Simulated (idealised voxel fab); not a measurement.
process module | voxel wiring stack
cross-section cut | 205 nm wide | cells 5 nm
A cross-section is a grid of square cells, given in bands from the top down. A band is one or more rows of cells.
Each band's line starts with the height of the band's top and of its bottom, in nm. Then come its materials from left to right, each with its width in nm. One material with "throughout" fills the band from edge to edge. "air" is empty space.
Height 0 is the level under which the wafer as received is all one material. The lowest band goes on downwards, as in "0 down".
A width such as "30 to 40" changes by the same amount from each row of cells to the next, from the band's top row to its bottom row.
"no change" after a step means that no cell of the cross-section changed.
closed voids: empty space of 8 cells or more with no open way to the top, each as width x height at its distance from the left edge, in nm
after a step's settings: what the simulator itself notes on the step
overlay nm, on a step with a mask: how far to the right of its planned place the mask lay; to the left if negative
plan
1 op RECEIVE | material Si
2 op CONFORMAL_DEP | material SiO2 | thk nm 15
3 op DIRECTIONAL_DEP | material TiN | thk nm 5
4 op DIRECTIONAL_DEP | material W | thk nm 20
5 op PATTERN | tone cover | mask id METAL_1 | material resist | width nm 30 | pitch nm 45 | thk nm 15 | overlay nm 0
6 op DIRECTIONAL_ETCH | etch materials W | depth nm 20
7 op DIRECTIONAL_ETCH | etch materials TiN | depth nm 5
8 op STRIP | etch materials resist
9 op FILL_DEP | material lowk | thk nm 10
10 op CMP | height nm 40
11 op CONFORMAL_DEP | material SiCN | thk nm 5
12 op DIRECTIONAL_DEP | material lowk | thk nm 15
13 op DIRECTIONAL_DEP | material aC | thk nm 15
14 op PATTERN | tone open | mask id PLUG_1 | material resist | width nm 15 | pitch nm 45 | thk nm 30 | overlay nm 0
15 op DIRECTIONAL_ETCH | etch materials aC | depth nm 15
16 op STRIP | etch materials resist
17 op DIRECTIONAL_ETCH | etch materials lowk | depth nm 15
18 op DIRECTIONAL_ETCH | etch materials SiCN | depth nm 5
19 op STRIP | etch materials aC
20 op EPI | material Ru | thk nm 10
21 op EPI | material Ru | thk nm 10
22 op DIRECTIONAL_DEP | material TiN | thk nm 5
23 op DIRECTIONAL_DEP | material Ru | thk nm 25
24 op PATTERN | tone cover | mask id METAL_2 | material resist | width nm 30 | pitch nm 45 | thk nm 15 | overlay nm 0
25 op DIRECTIONAL_ETCH | etch materials Ru | depth nm 25
26 op DIRECTIONAL_ETCH | etch materials TiN | depth nm 5
27 op STRIP | etch materials resist
28 op FILL_DEP | material SiO2 | thk nm 10
29 op CMP | height nm 90
30 op CONFORMAL_DEP | material SiCN | thk nm 5
31 op DIRECTIONAL_DEP | material SiO2 | thk nm 15
32 op DIRECTIONAL_DEP | material aC | thk nm 15
33 op PATTERN | tone open | mask id PLUG_2 | material resist | width nm 15 | pitch nm 90 | thk nm 35 | overlay nm 0
34 op DIRECTIONAL_ETCH | etch materials aC | depth nm 15
35 op STRIP | etch materials resist
36 op DIRECTIONAL_ETCH | etch materials SiO2 | depth nm 15
37 op DIRECTIONAL_ETCH | etch materials SiCN | depth nm 5
38 op STRIP | etch materials aC
39 op CONFORMAL_DEP | material TiN | thk nm 5
40 op FILL_DEP | material Ru | thk nm 5
41 op CMP | height nm 110
42 op DIRECTIONAL_DEP | material TiN | thk nm 5
43 op DIRECTIONAL_DEP | material Ru | thk nm 15
44 op MASKED_ETCH | tone cover | mask id METAL_3 | width nm 30 | pitch nm 45 | etch materials Ru | depth nm 15 | overlay nm 0
45 op MASKED_ETCH | tone cover | mask id METAL_3 | width nm 30 | pitch nm 45 | etch materials TiN | depth nm 5 | overlay nm 0
46 op CONFORMAL_DEP | material SiCN | thk nm 5
47 op FILL_DEP | material SiO2 | thk nm 5
48 op CMP | height nm 130
49 op CONFORMAL_DEP | material SiN | thk nm 5
first wafer, as planned
as received, after step 1
  0 down: Si throughout
  closed voids: none
after step 2
  15 to 0: SiO2 throughout
  below 0: unchanged
after step 3
  20 to 15: TiN throughout
  below 15: unchanged
after step 4
  40 to 20: W throughout
  below 20: unchanged
after step 5
  55 to 40: air 20 | resist 30 | air 15 | resist 30 | air 15 | resist 30 | air 15 | resist 30 | air 20
  below 40: unchanged
after step 6
  55 to 40: air 20 | resist 30 | air 15 | resist 30 | air 15 | resist 30 | air 15 | resist 30 | air 20
  40 to 20: air 20 | W 30 | air 15 | W 30 | air 15 | W 30 | air 15 | W 30 | air 20
  below 20: unchanged
after step 7
  55 to 40: air 20 | resist 30 | air 15 | resist 30 | air 15 | resist 30 | air 15 | resist 30 | air 20
  40 to 20: air 20 | W 30 | air 15 | W 30 | air 15 | W 30 | air 15 | W 30 | air 20
  20 to 15: air 20 | TiN 30 | air 15 | TiN 30 | air 15 | TiN 30 | air 15 | TiN 30 | air 20
  below 15: unchanged
after step 8
  40 to 20: air 20 | W 30 | air 15 | W 30 | air 15 | W 30 | air 15 | W 30 | air 20
  below 20: unchanged
after step 9
  50 to 40: lowk throughout
  40 to 20: lowk 20 | W 30 | lowk 15 | W 30 | lowk 15 | W 30 | lowk 15 | W 30 | lowk 20
  20 to 15: lowk 20 | TiN 30 | lowk 15 | TiN 30 | lowk 15 | TiN 30 | lowk 15 | TiN 30 | lowk 20
  below 15: unchanged
after step 10
  40 to 20: lowk 20 | W 30 | lowk 15 | W 30 | lowk 15 | W 30 | lowk 15 | W 30 | lowk 20
  below 20: unchanged
after step 11
  45 to 40: SiCN throughout
  below 40: unchanged
after step 12
  60 to 45: lowk throughout
  below 45: unchanged
after step 13
  75 to 60: aC throughout
  below 60: unchanged
after step 14
  105 to 75: resist 20 | air 15 | resist 30 | air 15 | resist 30 | air 15 | resist 30 | air 15 | resist 35
  below 75: unchanged
after step 15
  90 to 75: resist 20 | air 15 | resist 30 | air 15 | resist 30 | air 15 | resist 30 | air 15 | resist 35
  75 to 60: aC 20 | air 15 | aC 30 | air 15 | aC 30 | air 15 | aC 30 | air 15 | aC 35
  below 60: unchanged
after step 16
  75 to 60: aC 20 | air 15 | aC 30 | air 15 | aC 30 | air 15 | aC 30 | air 15 | aC 35
  below 60: unchanged
after step 17
  75 to 60: aC 20 | air 15 | aC 30 | air 15 | aC 30 | air 15 | aC 30 | air 15 | aC 35
  60 to 45: lowk 20 | air 15 | lowk 30 | air 15 | lowk 30 | air 15 | lowk 30 | air 15 | lowk 35
  below 45: unchanged
after step 18
  75 to 60: aC 20 | air 15 | aC 30 | air 15 | aC 30 | air 15 | aC 30 | air 15 | aC 35
  60 to 45: lowk 20 | air 15 | lowk 30 | air 15 | lowk 30 | air 15 | lowk 30 | air 15 | lowk 35
  45 to 40: SiCN 20 | air 15 | SiCN 30 | air 15 | SiCN 30 | air 15 | SiCN 30 | air 15 | SiCN 35
  below 40: unchanged
after step 19
  60 to 45: lowk 20 | air 15 | lowk 30 | air 15 | lowk 30 | air 15 | lowk 30 | air 15 | lowk 35
  below 45: unchanged
after step 20
  60 to 50: lowk 20 | air 15 | lowk 30 | air 15 | lowk 30 | air 15 | lowk 30 | air 15 | lowk 35
  50 to 45: lowk 20 | Ru 15 | lowk 30 | Ru 15 | lowk 30 | Ru 15 | lowk 30 | Ru 15 | lowk 35
  45 to 40: SiCN 20 | Ru 15 | SiCN 30 | Ru 15 | SiCN 30 | Ru 15 | SiCN 30 | Ru 15 | SiCN 35
  below 40: unchanged
after step 21
  60 to 45: lowk 20 | Ru 15 | lowk 30 | Ru 15 | lowk 30 | Ru 15 | lowk 30 | Ru 15 | lowk 35
  below 45: unchanged
after step 22
  65 to 60: TiN throughout
  below 60: unchanged
after step 23
  90 to 65: Ru throughout
  below 65: unchanged
after step 24
  105 to 90: air 20 | resist 30 | air 15 | resist 30 | air 15 | resist 30 | air 15 | resist 30 | air 20
  below 90: unchanged
after step 25
  105 to 90: air 20 | resist 30 | air 15 | resist 30 | air 15 | resist 30 | air 15 | resist 30 | air 20
  90 to 65: air 20 | Ru 30 | air 15 | Ru 30 | air 15 | Ru 30 | air 15 | Ru 30 | air 20
  below 65: unchanged
after step 26
  105 to 90: air 20 | resist 30 | air 15 | resist 30 | air 15 | resist 30 | air 15 | resist 30 | air 20
  90 to 65: air 20 | Ru 30 | air 15 | Ru 30 | air 15 | Ru 30 | air 15 | Ru 30 | air 20
  65 to 60: air 20 | TiN 30 | air 15 | TiN 30 | air 15 | TiN 30 | air 15 | TiN 30 | air 20
  below 60: unchanged
after step 27
  90 to 65: air 20 | Ru 30 | air 15 | Ru 30 | air 15 | Ru 30 | air 15 | Ru 30 | air 20
  below 65: unchanged
after step 28
  100 to 90: SiO2 throughout
  90 to 65: SiO2 20 | Ru 30 | SiO2 15 | Ru 30 | SiO2 15 | Ru 30 | SiO2 15 | Ru 30 | SiO2 20
  65 to 60: SiO2 20 | TiN 30 | SiO2 15 | TiN 30 | SiO2 15 | TiN 30 | SiO2 15 | TiN 30 | SiO2 20
  below 60: unchanged
after step 29
  90 to 65: SiO2 20 | Ru 30 | SiO2 15 | Ru 30 | SiO2 15 | Ru 30 | SiO2 15 | Ru 30 | SiO2 20
  below 65: unchanged
after step 30
  95 to 90: SiCN throughout
  below 90: unchanged
after step 31
  110 to 95: SiO2 throughout
  below 95: unchanged
after step 32
  125 to 110: aC throughout
  below 110: unchanged
after step 33
  160 to 125: resist 20 | air 15 | resist 75 | air 15 | resist 80
  below 125: unchanged
after step 34
  145 to 125: resist 20 | air 15 | resist 75 | air 15 | resist 80
  125 to 110: aC 20 | air 15 | aC 75 | air 15 | aC 80
  below 110: unchanged
after step 35
  125 to 110: aC 20 | air 15 | aC 75 | air 15 | aC 80
  below 110: unchanged
after step 36
  125 to 110: aC 20 | air 15 | aC 75 | air 15 | aC 80
  110 to 95: SiO2 20 | air 15 | SiO2 75 | air 15 | SiO2 80
  below 95: unchanged
after step 37
  125 to 110: aC 20 | air 15 | aC 75 | air 15 | aC 80
  110 to 95: SiO2 20 | air 15 | SiO2 75 | air 15 | SiO2 80
  95 to 90: SiCN 20 | air 15 | SiCN 75 | air 15 | SiCN 80
  below 90: unchanged
after step 38
  110 to 95: SiO2 20 | air 15 | SiO2 75 | air 15 | SiO2 80
  below 95: unchanged
after step 39
  115 to 110: TiN 25 | air 5 | TiN 85 | air 5 | TiN 85
  110 to 95: SiO2 20 | TiN 5 | air 5 | TiN 5 | SiO2 75 | TiN 5 | air 5 | TiN 5 | SiO2 80
  95 to 90: SiCN 20 | TiN 15 | SiCN 75 | TiN 15 | SiCN 80
  below 90: unchanged
after step 40
  120 to 115: Ru throughout
  115 to 110: TiN 25 | Ru 5 | TiN 85 | Ru 5 | TiN 85
  110 to 95: SiO2 20 | TiN 5 | Ru 5 | TiN 5 | SiO2 75 | TiN 5 | Ru 5 | TiN 5 | SiO2 80
  below 95: unchanged
after step 41
  110 to 95: SiO2 20 | TiN 5 | Ru 5 | TiN 5 | SiO2 75 | TiN 5 | Ru 5 | TiN 5 | SiO2 80
  below 95: unchanged
after step 42
  115 to 110: TiN throughout
  below 110: unchanged
after step 43
  130 to 115: Ru throughout
  below 115: unchanged
after step 44
  130 to 115: air 20 | Ru 30 | air 15 | Ru 30 | air 15 | Ru 30 | air 15 | Ru 30 | air 20
  below 115: unchanged
after step 45
  130 to 115: air 20 | Ru 30 | air 15 | Ru 30 | air 15 | Ru 30 | air 15 | Ru 30 | air 20
  115 to 110: air 20 | TiN 30 | air 15 | TiN 30 | air 15 | TiN 30 | air 15 | TiN 30 | air 20
  below 110: unchanged
after step 46
  135 to 130: air 15 | SiCN 40 | air 5 | SiCN 40 | air 5 | SiCN 40 | air 5 | SiCN 40 | air 15
  130 to 115: air 15 | SiCN 5 | Ru 30 | SiCN 5 | air 5 | SiCN 5 | Ru 30 | SiCN 5 | air 5 | SiCN 5 | Ru 30 | SiCN 5 | air 5 | SiCN 5 | Ru 30 | SiCN 5 | air 15
  115 to 110: SiCN 20 | TiN 30 | SiCN 15 | TiN 30 | SiCN 15 | TiN 30 | SiCN 15 | TiN 30 | SiCN 20
  below 110: unchanged
after step 47
  140 to 135: SiO2 throughout
  135 to 130: SiO2 15 | SiCN 40 | SiO2 5 | SiCN 40 | SiO2 5 | SiCN 40 | SiO2 5 | SiCN 40 | SiO2 15
  130 to 115: SiO2 15 | SiCN 5 | Ru 30 | SiCN 5 | SiO2 5 | SiCN 5 | Ru 30 | SiCN 5 | SiO2 5 | SiCN 5 | Ru 30 | SiCN 5 | SiO2 5 | SiCN 5 | Ru 30 | SiCN 5 | SiO2 15
  below 115: unchanged
after step 48
  130 to 115: SiO2 15 | SiCN 5 | Ru 30 | SiCN 5 | SiO2 5 | SiCN 5 | Ru 30 | SiCN 5 | SiO2 5 | SiCN 5 | Ru 30 | SiCN 5 | SiO2 5 | SiCN 5 | Ru 30 | SiCN 5 | SiO2 15
  below 115: unchanged
after step 49
  135 to 130: SiN throughout
  below 130: unchanged
second wafer: like start, like plan, one mistake. Through step 32 it matches the first wafer
when step 33 should have ended
  160 to 125: resist 30 | air 15 | resist 75 | air 15 | resist 70
  below 125: unchanged
when step 34 should have ended
  145 to 125: resist 30 | air 15 | resist 75 | air 15 | resist 70
  125 to 110: aC 30 | air 15 | aC 75 | air 15 | aC 70
  below 110: unchanged
when step 35 should have ended
  125 to 110: aC 30 | air 15 | aC 75 | air 15 | aC 70
  below 110: unchanged
when step 36 should have ended
  125 to 110: aC 30 | air 15 | aC 75 | air 15 | aC 70
  110 to 95: SiO2 30 | air 15 | SiO2 75 | air 15 | SiO2 70
  below 95: unchanged
when step 37 should have ended
  125 to 110: aC 30 | air 15 | aC 75 | air 15 | aC 70
  110 to 95: SiO2 30 | air 15 | SiO2 75 | air 15 | SiO2 70
  95 to 90: SiCN 30 | air 15 | SiCN 75 | air 15 | SiCN 70
  below 90: unchanged
when step 38 should have ended
  110 to 95: SiO2 30 | air 15 | SiO2 75 | air 15 | SiO2 70
  below 95: unchanged
when step 39 should have ended
  115 to 110: TiN 35 | air 5 | TiN 85 | air 5 | TiN 75
  110 to 95: SiO2 30 | TiN 5 | air 5 | TiN 5 | SiO2 75 | TiN 5 | air 5 | TiN 5 | SiO2 70
  95 to 90: SiCN 30 | TiN 15 | SiCN 75 | TiN 15 | SiCN 70
  below 90: unchanged
when step 40 should have ended
  120 to 115: Ru throughout
  115 to 110: TiN 35 | Ru 5 | TiN 85 | Ru 5 | TiN 75
  110 to 95: SiO2 30 | TiN 5 | Ru 5 | TiN 5 | SiO2 75 | TiN 5 | Ru 5 | TiN 5 | SiO2 70
  below 95: unchanged
when step 41 should have ended
  110 to 95: SiO2 30 | TiN 5 | Ru 5 | TiN 5 | SiO2 75 | TiN 5 | Ru 5 | TiN 5 | SiO2 70
  below 95: unchanged
when step 42 should have ended
  115 to 110: TiN throughout
  below 110: unchanged
when step 43 should have ended
  130 to 115: Ru throughout
  below 115: unchanged
when step 44 should have ended
  130 to 115: air 20 | Ru 30 | air 15 | Ru 30 | air 15 | Ru 30 | air 15 | Ru 30 | air 20
  below 115: unchanged
when step 45 should have ended
  130 to 115: air 20 | Ru 30 | air 15 | Ru 30 | air 15 | Ru 30 | air 15 | Ru 30 | air 20
  115 to 110: air 20 | TiN 30 | air 15 | TiN 30 | air 15 | TiN 30 | air 15 | TiN 30 | air 20
  below 110: unchanged
when step 46 should have ended
  135 to 130: air 15 | SiCN 40 | air 5 | SiCN 40 | air 5 | SiCN 40 | air 5 | SiCN 40 | air 15
  130 to 115: air 15 | SiCN 5 | Ru 30 | SiCN 5 | air 5 | SiCN 5 | Ru 30 | SiCN 5 | air 5 | SiCN 5 | Ru 30 | SiCN 5 | air 5 | SiCN 5 | Ru 30 | SiCN 5 | air 15
  115 to 110: SiCN 20 | TiN 30 | SiCN 15 | TiN 30 | SiCN 15 | TiN 30 | SiCN 15 | TiN 30 | SiCN 20
  below 110: unchanged
when step 47 should have ended
  140 to 135: SiO2 throughout
  135 to 130: SiO2 15 | SiCN 40 | SiO2 5 | SiCN 40 | SiO2 5 | SiCN 40 | SiO2 5 | SiCN 40 | SiO2 15
  130 to 115: SiO2 15 | SiCN 5 | Ru 30 | SiCN 5 | SiO2 5 | SiCN 5 | Ru 30 | SiCN 5 | SiO2 5 | SiCN 5 | Ru 30 | SiCN 5 | SiO2 5 | SiCN 5 | Ru 30 | SiCN 5 | SiO2 15
  below 115: unchanged
when step 48 should have ended
  130 to 115: SiO2 15 | SiCN 5 | Ru 30 | SiCN 5 | SiO2 5 | SiCN 5 | Ru 30 | SiCN 5 | SiO2 5 | SiCN 5 | Ru 30 | SiCN 5 | SiO2 5 | SiCN 5 | Ru 30 | SiCN 5 | SiO2 15
  below 115: unchanged
when step 49 should have ended
  135 to 130: SiN throughout
  below 130: unchanged
what went wrong: step 33 ran as: op PATTERN | tone open | mask id PLUG_2 | material resist | width nm 15 | pitch nm 90 | thk nm 35 | overlay nm 10
at the end the second wafer has, in cells: as many of each material as the first, in other places
